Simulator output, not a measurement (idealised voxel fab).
The process module that follows is named voxel ribs on slabs.
Shown is cross-section cut, with a width of 265 nm and square cells of size 5 nm.
A cross-section in this document is a grid of square cells, and it is written down as bands, the top band listed before the ones below it; a band is made up of one or more rows of cells.
For a band, the entry starts with two heights in nm, that of the top and then that of the bottom, and carries on with the band's materials in order from left to right, each alongside its width in nm; the word "throughout" beside a single material means it fills the band edge to edge, and "blank" means empty space.
Zero point of the height axis is 0; under it, received wafer = one material. Lowest band: continues down indefinitely, "0 down".
With a width like "30 to 40", each row of cells in the band differs from the next by the same amount, the top row carrying the first number and the bottom row the second.
When a step is marked "no modification", none of the cells in the cross-section changed during that step.
Enclosed void listing: empty space of 8 cells or more with no open way to the top, each as width x height at its distance from the left edge, in nm
Anything after a step's settings on that line? It's the simulator's own note about the step.
A step line may carry the setting "overlay nm", which, for steps involving a mask, states the distance by which the mask lay to the right of its intended position; negative values denote displacement to the left.

PROCESS STEPS - PLAN
step 1: RECEIVE [material Si]
step 2: DIRECTIONAL_DEP [material SiO2] [thk nm 30]
step 3: DIRECTIONAL_DEP [material polySi] [thk nm 20]
step 4: PATTERN [tone cover] [mask id RIB] [material resist] [width nm 25] [thk nm 20] [overlay nm 0]
step 5: DIRECTIONAL_ETCH [etch materials polySi] [depth nm 10]
step 6: STRIP [etch materials resist]
step 7: MASKED_ETCH [tone cover] [mask id SLAB] [width nm 65] [etch materials polySi] [depth nm 10] [overlay nm 0]
step 8: FILL_DEP [material SiO2] [thk nm 15]
step 9: CMP [height nm 60]
step 10: DIRECTIONAL_DEP [material W] [thk nm 5]
step 11: MASKED_ETCH [tone cover] [mask id HEATER] [width nm 35] [etch materials W] [depth nm 5] [overlay nm 0]
step 12: CONFORMAL_DEP [material SiN] [thk nm 10]

AS-RECEIVED STATE OF THE WAFER IN CROSS-SECTION, EQUIVALENT TO POST-STEP 1
	0 down | Si throughout
	Enclosed void listing: none

THE MODULE WAS RUN FROM THE START SHOWN ABOVE USING THE PLAN SHOWN ABOVE, BUT ONE MISTAKE WAS MADE DOING IT; THE RESULTING WAFER CROSS-SECTION IS BELOW
	75 to 70 | blank 105, then SiN 55, then blank 105
	70 to 65 | SiN throughout
	65 to 60 | SiN 115, then W 35, then SiN 115
	60 to 20 | SiO2 throughout
	20 to 0 | polySi throughout
	0 down | Si throughout
	Enclosed void listing: none
The plan and the run diverged here: the intended sequence of steps 2 and 3 was reversed during processing, with each occupying the position of the other
